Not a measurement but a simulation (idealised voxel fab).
process module | voxel released beams
cross-section cut | 260 nm wide | cells 5 nm
A cross-section is a grid of square cells, given in bands from the top down. A band is one or more rows of cells.
Each band's line starts with the height of the band's top and of its bottom, in nm. Then come its materials from left to right, each with its width in nm. One material with "throughout" fills the band from edge to edge. "air" is empty space.
Height 0 is the level under which the wafer as received is all one material. The lowest band goes on downwards, as in "0 down".
A width such as "30 to 40" changes by the same amount from each row of cells to the next, from the band's top row to its bottom row.
"no change" after a step means that no cell of the cross-section changed.
closed voids: empty space of 8 cells or more with no open way to the top, each as width x height at its distance from the left edge, in nm
after a step's settings: what the simulator itself notes on the step
overlay nm, on a step with a mask: how far to the right of its planned place the mask lay; to the left if negative
plan
1 op RECEIVE | material Si
2 op CONFORMAL_DEP | material SiN | thk nm 10
3 op DIRECTIONAL_DEP | material SiO2 | thk nm 10
4 op MASKED_ETCH | tone open | mask id ANCHOR | width nm 40 | etch materials SiO2 | depth nm 10 | overlay nm 0
5 op CONFORMAL_DEP | material TiN | thk nm 15
6 op DIRECTIONAL_DEP | material aC | thk nm 15
7 op PATTERN | tone cover | mask id BEAM | material resist | width nm 110 | thk nm 30 | overlay nm 0
8 op DIRECTIONAL_ETCH | etch materials aC | depth nm 15
9 op STRIP | etch materials resist
10 op DIRECTIONAL_ETCH | etch materials TiN | depth nm 15
11 op STRIP | etch materials aC
12 op STRIP | etch materials SiO2
as received, after step 1
  0 down: Si throughout
  closed voids: none
first wafer at the end, as planned
  35 to 25: air 70 | TiN 20 | air 10 | TiN 80 | air 80
  25 to 20: air 70 | TiN 110 | air 80
  20 to 10: air 75 | TiN 40 | air 145
  10 to 0: SiN throughout
  0 down: Si throughout
  closed voids: none
second wafer at the end: like start, like plan, one mistake
  35 to 25: air 70 | TiN 20 | air 15 | TiN 75 | air 80
  25 to 20: air 70 | TiN 110 | air 80
  20 to 10: air 75 | TiN 45 | air 140
  10 to 0: SiN throughout
  0 down: Si throughout
  closed voids: none
what went wrong: step 4 ran as: op MASKED_ETCH | tone open | mask id ANCHOR | width nm 45 | etch materials SiO2 | depth nm 10 | overlay nm 0
at the end the second wafer has, in cells: as many of each material as the first, in other places
